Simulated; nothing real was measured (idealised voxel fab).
Herein follows the process module entitled voxel tone inversion.
This is section cut - it's 300 nm across, gridded in 5 nm square cells.
A cross-section in this document is a grid of square cells, and it is written down as bands, the top band listed before the ones below it; a band is made up of one or more rows of cells.
Heads up on the band format: heights come first, top then bottom, in nm. After that it's the materials left to right, each with its width in nm. A single material flagged "full width" fills the whole band edge to edge, and "empty" means there's empty space there.
The reference from which all heights are counted is 0, the level beneath which the as-received wafer is entirely one material; the lowest band, having no lower bound, proceeds downward and is written after the example "top 0, no bottom".
The expression "30->40" gives the width at the extremes of the band, the first number at its top row of cells and the second at its bottom row, with the width changing by equal amounts from each row to the next in between.
Step marked "remains unaltered"? Then no cell in the cross-section changed in it.
"Sealed internal cavities" contains a list of empty spaces, each no smaller than 8 cells and without an open way to the top, written in the form width x height at distance with the distance from the left edge and all three in nm.
Text after the settings on a step's line: the simulator's own remark on that step.
The line of a step may include "overlay nm". On a step with a mask, this value is how far to the right of its planned place the mask lay. A negative value means the mask lay to the left.
Pairs ahead. Before: cross-section ahead of one process step. After: cross-section once the step is done, shown to the lowest changed band only. Under each pair: that step, with settings. Caution: pairs may come from different runs of this module on the same starting wafer; a pair follows the pair above only where its "Pre-step cross-section" entry says so.
Pre-step cross-section
* top 0, no bottom = Si full width
* Sealed internal cavities: none
Step Outcome
* top 10, bottom 0 = SiCN full width
* Below 0, the layers are the same as they were.
* Sealed internal cavities: none
Step taken after the before cross-section and before the after cross-section above: CONFORMAL_DEP: material SiCN, thk nm 10
Pre-step cross-section: no separate figure, the pair right above already shows it after its step.
Step Outcome
* top 30, bottom 10 = polySi full width
* Below 10, the layers are the same as they were.
* Sealed internal cavities: none
Step taken after the before cross-section and before the after cross-section above: DIRECTIONAL_DEP: material polySi, thk nm 20
Pre-step cross-section: no separate figure, the pair right above already shows it after its step.
Step Outcome
* top 60, bottom 30 = empty 55 | resist 25 | empty 30 | resist 25 | empty 30 | resist 25 | empty 30 | resist 25 | empty 55
* Below 30, the layers are the same as they were.
* Sealed internal cavities: none
Step taken after the before cross-section and before the after cross-section above: PATTERN: tone cover, mask id POSTS, material resist, width nm 25, pitch nm 55, thk nm 30, overlay nm 0
Pre-step cross-section: no separate figure, the pair right above already shows it after its step.
Step Outcome
* top 60, bottom 30 = empty 55 | resist 25 | empty 30 | resist 25 | empty 30 | resist 25 | empty 30 | resist 25 | empty 55
* top 30, bottom 10 = empty 55 | polySi 25 | empty 30 | polySi 25 | empty 30 | polySi 25 | empty 30 | polySi 25 | empty 55
* Below 10, the layers are the same as they were.
* Sealed internal cavities: none
Step taken after the before cross-section and before the after cross-section above: DIRECTIONAL_ETCH: etch materials polySi, depth nm 20
Pre-step cross-section: no separate figure, the pair right above already shows it after its step.
Step Outcome
* top 30, bottom 10 = empty 55 | polySi 25 | empty 30 | polySi 25 | empty 30 | polySi 25 | empty 30 | polySi 25 | empty 55
* Below 10, the layers are the same as they were.
* Sealed internal cavities: none
Step taken after the before cross-section and before the after cross-section above: STRIP: etch materials resist
Pre-step cross-section: no separate figure, the pair right above already shows it after its step.
Step Outcome
* top 40, bottom 30 = SiO2 full width
* top 30, bottom 10 = SiO2 55 | polySi 25 | SiO2 30 | polySi 25 | SiO2 30 | polySi 25 | SiO2 30 | polySi 25 | SiO2 55
* Below 10, the layers are the same as they were.
* Sealed internal cavities: none
Step taken after the before cross-section and before the after cross-section above: FILL_DEP: material SiO2, thk nm 10
Pre-step cross-section: no separate figure, the pair right above already shows it after its step.
Step Outcome
* top 30, bottom 10 = SiO2 55 | polySi 25 | SiO2 30 | polySi 25 | SiO2 30 | polySi 25 | SiO2 30 | polySi 25 | SiO2 55
* Below 10, the layers are the same as they were.
* Sealed internal cavities: none
Step taken after the before cross-section and before the after cross-section above: CMP: height nm 30
Pre-step cross-section: no separate figure, the pair right above already shows it after its step.
Step Outcome
* top 30, bottom 10 = SiO2 55 | empty 25 | SiO2 30 | empty 25 | SiO2 30 | empty 25 | SiO2 30 | empty 25 | SiO2 55
* Below 10, the layers are the same as they were.
* Sealed internal cavities: none
Step taken after the before cross-section and before the after cross-section above: STRIP: etch materials polySi
Pre-step cross-section: no separate figure, the pair right above already shows it after its step.
Step Outcome
* top 35, bottom 30 = TiN 60 | empty 15 | TiN 40 | empty 15 | TiN 40 | empty 15 | TiN 40 | empty 15 | TiN 60
* top 30, bottom 15 = SiO2 55 | TiN 5 | empty 15 | TiN 5 | SiO2 30 | TiN 5 | empty 15 | TiN 5 | SiO2 30 | TiN 5 | empty 15 | TiN 5 | SiO2 30 | TiN 5 | empty 15 | TiN 5 | SiO2 55
* top 15, bottom 10 = SiO2 55 | TiN 25 | SiO2 30 | TiN 25 | SiO2 30 | TiN 25 | SiO2 30 | TiN 25 | SiO2 55
* Below 10, the layers are the same as they were.
* Sealed internal cavities: none
Step taken after the before cross-section and before the after cross-section above: CONFORMAL_DEP: material TiN, thk nm 5
Pre-step cross-section: no separate figure, the pair right above already shows it after its step.
Step Outcome
* top 45, bottom 35 = Cu full width
* top 35, bottom 30 = TiN 60 | Cu 15 | TiN 40 | Cu 15 | TiN 40 | Cu 15 | TiN 40 | Cu 15 | TiN 60
* top 30, bottom 15 = SiO2 55 | TiN 5 | Cu 15 | TiN 5 | SiO2 30 | TiN 5 | Cu 15 | TiN 5 | SiO2 30 | TiN 5 | Cu 15 | TiN 5 | SiO2 30 | TiN 5 | Cu 15 | TiN 5 | SiO2 55
* Below 15, the layers are the same as they were.
* Sealed internal cavities: none
Step taken after the before cross-section and before the after cross-section above: FILL_DEP: material Cu, thk nm 10
Pre-step cross-section: no separate figure, the pair right above already shows it after its step.
Step Outcome
* top 30, bottom 15 = SiO2 55 | TiN 5 | Cu 15 | TiN 5 | SiO2 30 | TiN 5 | Cu 15 | TiN 5 | SiO2 30 | TiN 5 | Cu 15 | TiN 5 | SiO2 30 | TiN 5 | Cu 15 | TiN 5 | SiO2 55
* Below 15, the layers are the same as they were.
* Sealed internal cavities: none
Step taken after the before cross-section and before the after cross-section above: CMP: height nm 30
Pre-step cross-section: no separate figure, the pair right above already shows it after its step.
Step Outcome
* top 35, bottom 30 = SiN full width
* Below 30, the layers are the same as they were.
* Sealed internal cavities: none
Step taken after the before cross-section and before the after cross-section above: CONFORMAL_DEP: material SiN, thk nm 5
Pre-step cross-section
* top 0, no bottom = Si full width
* Sealed internal cavities: none
Step Outcome
* top 20, bottom 0 = polySi full width
* Below 0, the layers are the same as they were.
* Sealed internal cavities: none
Step taken after the before cross-section and before the after cross-section above: DIRECTIONAL_DEP: material polySi, thk nm 20
Pre-step cross-section: no separate figure, the pair right above already shows it after its step.
Step Outcome
* top 50, bottom 20 = empty 55 | resist 25 | empty 30 | resist 25 | empty 30 | resist 25 | empty 30 | resist 25 | empty 55
* Below 20, the layers are the same as they were.
* Sealed internal cavities: none
Step taken after the before cross-section and before the after cross-section above: PATTERN: tone cover, mask id POSTS, material resist, width nm 25, pitch nm 55, thk nm 30, overlay nm 0
Pre-step cross-section: no separate figure, the pair right above already shows it after its step.
Step Outcome
* top 50, bottom 20 = empty 55 | resist 25 | empty 30 | resist 25 | empty 30 | resist 25 | empty 30 | resist 25 | empty 55
* top 20, bottom 0 = empty 55 | polySi 25 | empty 30 | polySi 25 | empty 30 | polySi 25 | empty 30 | polySi 25 | empty 55
* Below 0, the layers are the same as they were.
* Sealed internal cavities: none
Step taken after the before cross-section and before the after cross-section above: DIRECTIONAL_ETCH: etch materials polySi, depth nm 20
Pre-step cross-section: no separate figure, the pair right above already shows it after its step.
Step Outcome
* top 20, bottom 0 = empty 55 | polySi 25 | empty 30 | polySi 25 | empty 30 | polySi 25 | empty 30 | polySi 25 | empty 55
* Below 0, the layers are the same as they were.
* Sealed internal cavities: none
Step taken after the before cross-section and before the after cross-section above: STRIP: etch materials resist
Pre-step cross-section: no separate figure, the pair right above already shows it after its step.
Step Outcome
* top 30, bottom 20 = SiO2 full width
* top 20, bottom 0 = SiO2 55 | polySi 25 | SiO2 30 | polySi 25 | SiO2 30 | polySi 25 | SiO2 30 | polySi 25 | SiO2 55
* Below 0, the layers are the same as they were.
* Sealed internal cavities: none
Step taken after the before cross-section and before the after cross-section above: FILL_DEP: material SiO2, thk nm 10
Pre-step cross-section: no separate figure, the pair right above already shows it after its step.
Step Outcome
* top 35, bottom 30 = TiN full width
* Below 30, the layers are the same as they were.
* Sealed internal cavities: none
Step taken after the before cross-section and before the after cross-section above: CONFORMAL_DEP: material TiN, thk nm 5
Pre-step cross-section: no separate figure, the pair right above already shows it after its step.
Step Outcome
* top 45, bottom 35 = Cu full width
* Below 35, the layers are the same as they were.
* Sealed internal cavities: none
Step taken after the before cross-section and before the after cross-section above: FILL_DEP: material Cu, thk nm 10
Pre-step cross-section: no separate figure, the pair right above already shows it after its step.
Step Outcome
* top 30, bottom 20 = SiO2 full width
* Below 20, the layers are the same as they were.
* Sealed internal cavities: none
Step taken after the before cross-section and before the after cross-section above: CMP: height nm 30
Pre-step cross-section: no separate figure, the pair right above already shows it after its step.
Step Outcome
* top 35, bottom 30 = SiN full width
* Below 30, the layers are the same as they were.
* Sealed internal cavities: none
Step taken after the before cross-section and before the after cross-section above: CONFORMAL_DEP: material SiN, thk nm 5
Pre-step cross-section
* top 20, bottom 0 = polySi full width
* top 0, no bottom = Si full width
* Sealed internal cavities: none
Step Outcome
* top 30, bottom 20 = SiCN full width
* Below 20, the layers are the same as they were.
* Sealed internal cavities: none
Step taken after the before cross-section and before the after cross-section above: CONFORMAL_DEP: material SiCN, thk nm 10
Pre-step cross-section: no separate figure, the pair right above already shows it after its step.
Step Outcome
* top 60, bottom 30 = empty 55 | resist 25 | empty 30 | resist 25 | empty 30 | resist 25 | empty 30 | resist 25 | empty 55
* Below 30, the layers are the same as they were.
* Sealed internal cavities: none
Step taken after the before cross-section and before the after cross-section above: PATTERN: tone cover, mask id POSTS, material resist, width nm 25, pitch nm 55, thk nm 30, overlay nm 0
Pre-step cross-section: no separate figure, the pair right above already shows it after its step.
Step Outcome
* top 30, bottom 20 = SiCN full width
* Below 20, the layers are the same as they were.
* Sealed internal cavities: none
Step taken after the before cross-section and before the after cross-section above: STRIP: etch materials resist
Pre-step cross-section: no separate figure, the pair right above already shows it after its step.
Step Outcome
* top 40, bottom 30 = SiO2 full width
* Below 30, the layers are the same as they were.
* Sealed internal cavities: none
Step taken after the before cross-section and before the after cross-section above: FILL_DEP: material SiO2, thk nm 10
Pre-step cross-section: no separate figure, the pair right above already shows it after its step.
Step Outcome
* top 30, bottom 20 = SiCN full width
* Below 20, the layers are the same as they were.
* Sealed internal cavities: none
Step taken after the before cross-section and before the after cross-section above: CMP: height nm 30
Pre-step cross-section: no separate figure, the pair right above already shows it after its step.
Step Outcome
* top 35, bottom 30 = TiN full width
* Below 30, the layers are the same as they were.
* Sealed internal cavities: none
Step taken after the before cross-section and before the after cross-section above: CONFORMAL_DEP: material TiN, thk nm 5
Pre-step cross-section: no separate figure, the pair right above already shows it after its step.
Step Outcome
* top 45, bottom 35 = Cu full width
* Below 35, the layers are the same as they were.
* Sealed internal cavities: none
Step taken after the before cross-section and before the after cross-section above: FILL_DEP: material Cu, thk nm 10
Pre-step cross-section: no separate figure, the pair right above already shows it after its step.
Step Outcome
* top 30, bottom 20 = SiCN full width
* Below 20, the layers are the same as they were.
* Sealed internal cavities: none
Step taken after the before cross-section and before the after cross-section above: CMP: height nm 30
Pre-step cross-section: no separate figure, the pair right above already shows it after its step.
Step Outcome
* top 35, bottom 30 = SiN full width
* Below 30, the layers are the same as they were.
* Sealed internal cavities: none
Step taken after the before cross-section and before the after cross-section above: CONFORMAL_DEP: material SiN, thk nm 5
Pre-step cross-section
* top 45, bottom 35 = Cu full width
* top 35, bottom 30 = TiN 60 | Cu 15 | TiN 40 | Cu 15 | TiN 40 | Cu 15 | TiN 40 | Cu 15 | TiN 60
* top 30, bottom 15 = SiO2 55 | TiN 5 | Cu 15 | TiN 5 | SiO2 30 | TiN 5 | Cu 15 | TiN 5 | SiO2 30 | TiN 5 | Cu 15 | TiN 5 | SiO2 30 | TiN 5 | Cu 15 | TiN 5 | SiO2 55
* top 15, bottom 10 = SiO2 55 | TiN 25 | SiO2 30 | TiN 25 | SiO2 30 | TiN 25 | SiO2 30 | TiN 25 | SiO2 55
* top 10, bottom 0 = SiCN full width
* top 0, no bottom = Si full width
* Sealed internal cavities: none
Step Outcome
* top 40, bottom 35 = Cu full width
* Below 35, the layers are the same as they were.
* Sealed internal cavities: none
Step taken after the before cross-section and before the after cross-section above: CMP: height nm 40
Pre-step cross-section: no separate figure, the pair right above already shows it after its step.
Step Outcome
* top 45, bottom 40 = SiN full width
* Below 40, the layers are the same as they were.
* Sealed internal cavities: none
Step taken after the before cross-section and before the after cross-section above: CONFORMAL_DEP: material SiN, thk nm 5
Pre-step cross-section
* top 30, bottom 10 = polySi full width
* top 10, bottom 0 = SiCN full width
* top 0, no bottom = Si full width
* Sealed internal cavities: none
Step Outcome
* top 60, bottom 30 = empty 60 | resist 15 | empty 40 | resist 15 | empty 40 | resist 15 | empty 40 | resist 15 | empty 60
* Below 30, the layers are the same as they were.
* Sealed internal cavities: none
Step taken after the before cross-section and before the after cross-section above: PATTERN: tone cover, mask id POSTS, material resist, width nm 15, pitch nm 55, thk nm 30, overlay nm 0
Pre-step cross-section: no separate figure, the pair right above already shows it after its step.
Step Outcome
* top 60, bottom 30 = empty 60 | resist 15 | empty 40 | resist 15 | empty 40 | resist 15 | empty 40 | resist 15 | empty 60
* top 30, bottom 10 = empty 60 | polySi 15 | empty 40 | polySi 15 | empty 40 | polySi 15 | empty 40 | polySi 15 | empty 60
* Below 10, the layers are the same as they were.
* Sealed internal cavities: none
Step taken after the before cross-section and before the after cross-section above: DIRECTIONAL_ETCH: etch materials polySi, depth nm 20
Pre-step cross-section: no separate figure, the pair right above already shows it after its step.
Step Outcome
* top 30, bottom 10 = empty 60 | polySi 15 | empty 40 | polySi 15 | empty 40 | polySi 15 | empty 40 | polySi 15 | empty 60
* Below 10, the layers are the same as they were.
* Sealed internal cavities: none
Step taken after the before cross-section and before the after cross-section above: STRIP: etch materials resist
Pre-step cross-section: no separate figure, the pair right above already shows it after its step.
Step Outcome
* top 40, bottom 30 = SiO2 full width
* top 30, bottom 10 = SiO2 60 | polySi 15 | SiO2 40 | polySi 15 | SiO2 40 | polySi 15 | SiO2 40 | polySi 15 | SiO2 60
* Below 10, the layers are the same as they were.
* Sealed internal cavities: none
Step taken after the before cross-section and before the after cross-section above: FILL_DEP: material SiO2, thk nm 10
Pre-step cross-section: no separate figure, the pair right above already shows it after its step.
Step Outcome
* top 30, bottom 10 = SiO2 60 | polySi 15 | SiO2 40 | polySi 15 | SiO2 40 | polySi 15 | SiO2 40 | polySi 15 | SiO2 60
* Below 10, the layers are the same as they were.
* Sealed internal cavities: none
Step taken after the before cross-section and before the after cross-section above: CMP: height nm 30
Pre-step cross-section: no separate figure, the pair right above already shows it after its step.
Step Outcome
* top 30, bottom 10 = SiO2 60 | empty 15 | SiO2 40 | empty 15 | SiO2 40 | empty 15 | SiO2 40 | empty 15 | SiO2 60
* Below 10, the layers are the same as they were.
* Sealed internal cavities: none
Step taken after the before cross-section and before the after cross-section above: STRIP: etch materials polySi
Pre-step cross-section: no separate figure, the pair right above already shows it after its step.
Step Outcome
* top 35, bottom 30 = TiN 65 | empty 5 | TiN 50 | empty 5 | TiN 50 | empty 5 | TiN 50 | empty 5 | TiN 65
* top 30, bottom 15 = SiO2 60 | TiN 5 | empty 5 | TiN 5 | SiO2 40 | TiN 5 | empty 5 | TiN 5 | SiO2 40 | TiN 5 | empty 5 | TiN 5 | SiO2 40 | TiN 5 | empty 5 | TiN 5 | SiO2 60
* top 15, bottom 10 = SiO2 60 | TiN 15 | SiO2 40 | TiN 15 | SiO2 40 | TiN 15 | SiO2 40 | TiN 15 | SiO2 60
* Below 10, the layers are the same as they were.
* Sealed internal cavities: none
Step taken after the before cross-section and before the after cross-section above: CONFORMAL_DEP: material TiN, thk nm 5
Pre-step cross-section: no separate figure, the pair right above already shows it after its step.
Step Outcome
* top 45, bottom 35 = Cu full width
* top 35, bottom 30 = TiN 65 | Cu 5 | TiN 50 | Cu 5 | TiN 50 | Cu 5 | TiN 50 | Cu 5 | TiN 65
* top 30, bottom 15 = SiO2 60 | TiN 5 | Cu 5 | TiN 5 | SiO2 40 | TiN 5 | Cu 5 | TiN 5 | SiO2 40 | TiN 5 | Cu 5 | TiN 5 | SiO2 40 | TiN 5 | Cu 5 | TiN 5 | SiO2 60
* Below 15, the layers are the same as they were.
* Sealed internal cavities: none
Step taken after the before cross-section and before the after cross-section above: FILL_DEP: material Cu, thk nm 10
Pre-step cross-section: no separate figure, the pair right above already shows it after its step.
Step Outcome
* top 30, bottom 15 = SiO2 60 | TiN 5 | Cu 5 | TiN 5 | SiO2 40 | TiN 5 | Cu 5 | TiN 5 | SiO2 40 | TiN 5 | Cu 5 | TiN 5 | SiO2 40 | TiN 5 | Cu 5 | TiN 5 | SiO2 60
* Below 15, the layers are the same as they were.
* Sealed internal cavities: none
Step taken after the before cross-section and before the after cross-section above: CMP: height nm 30
Pre-step cross-section: no separate figure, the pair right above already shows it after its step.
Step Outcome
* top 35, bottom 30 = SiN full width
* Below 30, the layers are the same as they were.
* Sealed internal cavities: none
Step taken after the before cross-section and before the after cross-section above: CONFORMAL_DEP: material SiN, thk nm 5
Pre-step cross-section
* top 30, bottom 10 = polySi full width
* top 10, bottom 0 = SiCN full width
* top 0, no bottom = Si full width
* Sealed internal cavities: none
Step Outcome
* top 60, bottom 30 = empty 45 | resist 25 | empty 30 | resist 25 | empty 30 | resist 25 | empty 30 | resist 25 | empty 65
* Below 30, the layers are the same as they were.
* Sealed internal cavities: none
Step taken after the before cross-section and before the after cross-section above: PATTERN: tone cover, mask id POSTS, material resist, width nm 25, pitch nm 55, thk nm 30, overlay nm -10
Pre-step cross-section: no separate figure, the pair right above already shows it after its step.
Step Outcome
* top 60, bottom 30 = empty 45 | resist 25 | empty 30 | resist 25 | empty 30 | resist 25 | empty 30 | resist 25 | empty 65
* top 30, bottom 10 = empty 45 | polySi 25 | empty 30 | polySi 25 | empty 30 | polySi 25 | empty 30 | polySi 25 | empty 65
* Below 10, the layers are the same as they were.
* Sealed internal cavities: none
Step taken after the before cross-section and before the after cross-section above: DIRECTIONAL_ETCH: etch materials polySi, depth nm 20
Pre-step cross-section: no separate figure, the pair right above already shows it after its step.
Step Outcome
* top 30, bottom 10 = empty 45 | polySi 25 | empty 30 | polySi 25 | empty 30 | polySi 25 | empty 30 | polySi 25 | empty 65
* Below 10, the layers are the same as they were.
* Sealed internal cavities: none
Step taken after the before cross-section and before the after cross-section above: STRIP: etch materials resist
Pre-step cross-section: no separate figure, the pair right above already shows it after its step.
Step Outcome
* top 40, bottom 30 = SiO2 full width
* top 30, bottom 10 = SiO2 45 | polySi 25 | SiO2 30 | polySi 25 | SiO2 30 | polySi 25 | SiO2 30 | polySi 25 | SiO2 65
* Below 10, the layers are the same as they were.
* Sealed internal cavities: none
Step taken after the before cross-section and before the after cross-section above: FILL_DEP: material SiO2, thk nm 10
Pre-step cross-section: no separate figure, the pair right above already shows it after its step.
Step Outcome
* top 30, bottom 10 = SiO2 45 | polySi 25 | SiO2 30 | polySi 25 | SiO2 30 | polySi 25 | SiO2 30 | polySi 25 | SiO2 65
* Below 10, the layers are the same as they were.
* Sealed internal cavities: none
Step taken after the before cross-section and before the after cross-section above: CMP: height nm 30
Pre-step cross-section: no separate figure, the pair right above already shows it after its step.
Step Outcome
* top 30, bottom 10 = SiO2 45 | empty 25 | SiO2 30 | empty 25 | SiO2 30 | empty 25 | SiO2 30 | empty 25 | SiO2 65
* Below 10, the layers are the same as they were.
* Sealed internal cavities: none
Step taken after the before cross-section and before the after cross-section above: STRIP: etch materials polySi
Pre-step cross-section: no separate figure, the pair right above already shows it after its step.
Step Outcome
* top 35, bottom 30 = TiN 50 | empty 15 | TiN 40 | empty 15 | TiN 40 | empty 15 | TiN 40 | empty 15 | TiN 70
* top 30, bottom 15 = SiO2 45 | TiN 5 | empty 15 | TiN 5 | SiO2 30 | TiN 5 | empty 15 | TiN 5 | SiO2 30 | TiN 5 | empty 15 | TiN 5 | SiO2 30 | TiN 5 | empty 15 | TiN 5 | SiO2 65
* top 15, bottom 10 = SiO2 45 | TiN 25 | SiO2 30 | TiN 25 | SiO2 30 | TiN 25 | SiO2 30 | TiN 25 | SiO2 65
* Below 10, the layers are the same as they were.
* Sealed internal cavities: none
Step taken after the before cross-section and before the after cross-section above: CONFORMAL_DEP: material TiN, thk nm 5
Pre-step cross-section: no separate figure, the pair right above already shows it after its step.
Step Outcome
* top 45, bottom 35 = Cu full width
* top 35, bottom 30 = TiN 50 | Cu 15 | TiN 40 | Cu 15 | TiN 40 | Cu 15 | TiN 40 | Cu 15 | TiN 70
* top 30, bottom 15 = SiO2 45 | TiN 5 | Cu 15 | TiN 5 | SiO2 30 | TiN 5 | Cu 15 | TiN 5 | SiO2 30 | TiN 5 | Cu 15 | TiN 5 | SiO2 30 | TiN 5 | Cu 15 | TiN 5 | SiO2 65
* Below 15, the layers are the same as they were.
* Sealed internal cavities: none
Step taken after the before cross-section and before the after cross-section above: FILL_DEP: material Cu, thk nm 10
Pre-step cross-section: no separate figure, the pair right above already shows it after its step.
Step Outcome
* top 30, bottom 15 = SiO2 45 | TiN 5 | Cu 15 | TiN 5 | SiO2 30 | TiN 5 | Cu 15 | TiN 5 | SiO2 30 | TiN 5 | Cu 15 | TiN 5 | SiO2 30 | TiN 5 | Cu 15 | TiN 5 | SiO2 65
* Below 15, the layers are the same as they were.
* Sealed internal cavities: none
Step taken after the before cross-section and before the after cross-section above: CMP: height nm 30
Pre-step cross-section: no separate figure, the pair right above already shows it after its step.
Step Outcome
* top 35, bottom 30 = SiN full width
* Below 30, the layers are the same as they were.
* Sealed internal cavities: none
Step taken after the before cross-section and before the after cross-section above: CONFORMAL_DEP: material SiN, thk nm 5
Pre-step cross-section
* top 30, bottom 10 = SiO2 55 | empty 25 | SiO2 30 | empty 25 | SiO2 30 | empty 25 | SiO2 30 | empty 25 | SiO2 55
* top 10, bottom 0 = SiCN full width
* top 0, no bottom = Si full width
* Sealed internal cavities: none
Step Outcome
* top 35, bottom 30 = SiN 60 | empty 15 | SiN 40 | empty 15 | SiN 40 | empty 15 | SiN 40 | empty 15 | SiN 60
* top 30, bottom 15 = SiO2 55 | SiN 5 | empty 15 | SiN 5 | SiO2 30 | SiN 5 | empty 15 | SiN 5 | SiO2 30 | SiN 5 | empty 15 | SiN 5 | SiO2 30 | SiN 5 | empty 15 | SiN 5 | SiO2 55
* top 15, bottom 10 = SiO2 55 | SiN 25 | SiO2 30 | SiN 25 | SiO2 30 | SiN 25 | SiO2 30 | SiN 25 | SiO2 55
* Below 10, the layers are the same as they were.
* Sealed internal cavities: none
Step taken after the before cross-section and before the after cross-section above: CONFORMAL_DEP: material SiN, thk nm 5
Pre-step cross-section: no separate figure, the pair right above already shows it after its step.
Step Outcome
* top 45, bottom 35 = Cu full width
* top 35, bottom 30 = SiN 60 | Cu 15 | SiN 40 | Cu 15 | SiN 40 | Cu 15 | SiN 40 | Cu 15 | SiN 60
* top 30, bottom 15 = SiO2 55 | SiN 5 | Cu 15 | SiN 5 | SiO2 30 | SiN 5 | Cu 15 | SiN 5 | SiO2 30 | SiN 5 | Cu 15 | SiN 5 | SiO2 30 | SiN 5 | Cu 15 | SiN 5 | SiO2 55
* Below 15, the layers are the same as they were.
* Sealed internal cavities: none
Step taken after the before cross-section and before the after cross-section above: FILL_DEP: material Cu, thk nm 10
Pre-step cross-section: no separate figure, the pair right above already shows it after its step.
Step Outcome
* top 30, bottom 15 = SiO2 55 | SiN 5 | Cu 15 | SiN 5 | SiO2 30 | SiN 5 | Cu 15 | SiN 5 | SiO2 30 | SiN 5 | Cu 15 | SiN 5 | SiO2 30 | SiN 5 | Cu 15 | SiN 5 | SiO2 55
* Below 15, the layers are the same as they were.
* Sealed internal cavities: none
Step taken after the before cross-section and before the after cross-section above: CMP: height nm 30
Pre-step cross-section: no separate figure, the pair right above already shows it after its step.
Step Outcome
* top 35, bottom 30 = SiN full width
* Below 30, the layers are the same as they were.
* Sealed internal cavities: none
Step taken after the before cross-section and before the after cross-section above: CONFORMAL_DEP: material SiN, thk nm 5
Pre-step cross-section
* top 30, bottom 10 = polySi full width
* top 10, bottom 0 = SiCN full width
* top 0, no bottom = Si full width
* Sealed internal cavities: none
Step Outcome
* top 60, bottom 30 = resist 55 | empty 25 | resist 30 | empty 25 | resist 30 | empty 25 | resist 30 | empty 25 | resist 55
* Below 30, the layers are the same as they were.
* Sealed internal cavities: none
Step taken after the before cross-section and before the after cross-section above: PATTERN: tone open, mask id POSTS, material resist, width nm 25, pitch nm 55, thk nm 30, overlay nm 0
Pre-step cross-section: no separate figure, the pair right above already shows it after its step.
Step Outcome
* top 60, bottom 30 = resist 55 | empty 25 | resist 30 | empty 25 | resist 30 | empty 25 | resist 30 | empty 25 | resist 55
* top 30, bottom 10 = polySi 55 | empty 25 | polySi 30 | empty 25 | polySi 30 | empty 25 | polySi 30 | empty 25 | polySi 55
* Below 10, the layers are the same as they were.
* Sealed internal cavities: none
Step taken after the before cross-section and before the after cross-section above: DIRECTIONAL_ETCH: etch materials polySi, depth nm 20
Pre-step cross-section: no separate figure, the pair right above already shows it after its step.
Step Outcome
* top 30, bottom 10 = polySi 55 | empty 25 | polySi 30 | empty 25 | polySi 30 | empty 25 | polySi 30 | empty 25 | polySi 55
* Below 10, the layers are the same as they were.
* Sealed internal cavities: none
Step taken after the before cross-section and before the after cross-section above: STRIP: etch materials resist
Pre-step cross-section: no separate figure, the pair right above already shows it after its step.
Step Outcome
* top 40, bottom 30 = SiO2 full width
* top 30, bottom 10 = polySi 55 | SiO2 25 | polySi 30 | SiO2 25 | polySi 30 | SiO2 25 | polySi 30 | SiO2 25 | polySi 55
* Below 10, the layers are the same as they were.
* Sealed internal cavities: none
Step taken after the before cross-section and before the after cross-section above: FILL_DEP: material SiO2, thk nm 10
Pre-step cross-section: no separate figure, the pair right above already shows it after its step.
Step Outcome
* top 30, bottom 10 = polySi 55 | SiO2 25 | polySi 30 | SiO2 25 | polySi 30 | SiO2 25 | polySi 30 | SiO2 25 | polySi 55
* Below 10, the layers are the same as they were.
* Sealed internal cavities: none
Step taken after the before cross-section and before the after cross-section above: CMP: height nm 30
Pre-step cross-section: no separate figure, the pair right above already shows it after its step.
Step Outcome
* top 30, bottom 10 = empty 55 | SiO2 25 | empty 30 | SiO2 25 | empty 30 | SiO2 25 | empty 30 | SiO2 25 | empty 55
* Below 10, the layers are the same as they were.
* Sealed internal cavities: none
Step taken after the before cross-section and before the after cross-section above: STRIP: etch materials polySi
Pre-step cross-section: no separate figure, the pair right above already shows it after its step.
Step Outcome
* top 35, bottom 30 = empty 50 | TiN 35 | empty 20 | TiN 35 | empty 20 | TiN 35 | empty 20 | TiN 35 | empty 50
* top 30, bottom 15 = empty 50 | TiN 5 | SiO2 25 | TiN 5 | empty 20 | TiN 5 | SiO2 25 | TiN 5 | empty 20 | TiN 5 | SiO2 25 | TiN 5 | empty 20 | TiN 5 | SiO2 25 | TiN 5 | empty 50
* top 15, bottom 10 = TiN 55 | SiO2 25 | TiN 30 | SiO2 25 | TiN 30 | SiO2 25 | TiN 30 | SiO2 25 | TiN 55
* Below 10, the layers are the same as they were.
* Sealed internal cavities: none
Step taken after the before cross-section and before the after cross-section above: CONFORMAL_DEP: material TiN, thk nm 5
Pre-step cross-section: no separate figure, the pair right above already shows it after its step.
Step Outcome
* top 45, bottom 35 = Cu full width
* top 35, bottom 30 = Cu 50 | TiN 35 | Cu 20 | TiN 35 | Cu 20 | TiN 35 | Cu 20 | TiN 35 | Cu 50
* top 30, bottom 15 = Cu 50 | TiN 5 | SiO2 25 | TiN 5 | Cu 20 | TiN 5 | SiO2 25 | TiN 5 | Cu 20 | TiN 5 | SiO2 25 | TiN 5 | Cu 20 | TiN 5 | SiO2 25 | TiN 5 | Cu 50
* Below 15, the layers are the same as they were.
* Sealed internal cavities: none
Step taken after the before cross-section and before the after cross-section above: FILL_DEP: material Cu, thk nm 10
Pre-step cross-section: no separate figure, the pair right above already shows it after its step.
Step Outcome
* top 30, bottom 15 = Cu 50 | TiN 5 | SiO2 25 | TiN 5 | Cu 20 | TiN 5 | SiO2 25 | TiN 5 | Cu 20 | TiN 5 | SiO2 25 | TiN 5 | Cu 20 | TiN 5 | SiO2 25 | TiN 5 | Cu 50
* Below 15, the layers are the same as they were.
* Sealed internal cavities: none
Step taken after the before cross-section and before the after cross-section above: CMP: height nm 30
Pre-step cross-section: no separate figure, the pair right above already shows it after its step.
Step Outcome
* top 35, bottom 30 = SiN full width
* Below 30, the layers are the same as they were.
* Sealed internal cavities: none
Step taken after the before cross-section and before the after cross-section above: CONFORMAL_DEP: material SiN, thk nm 5
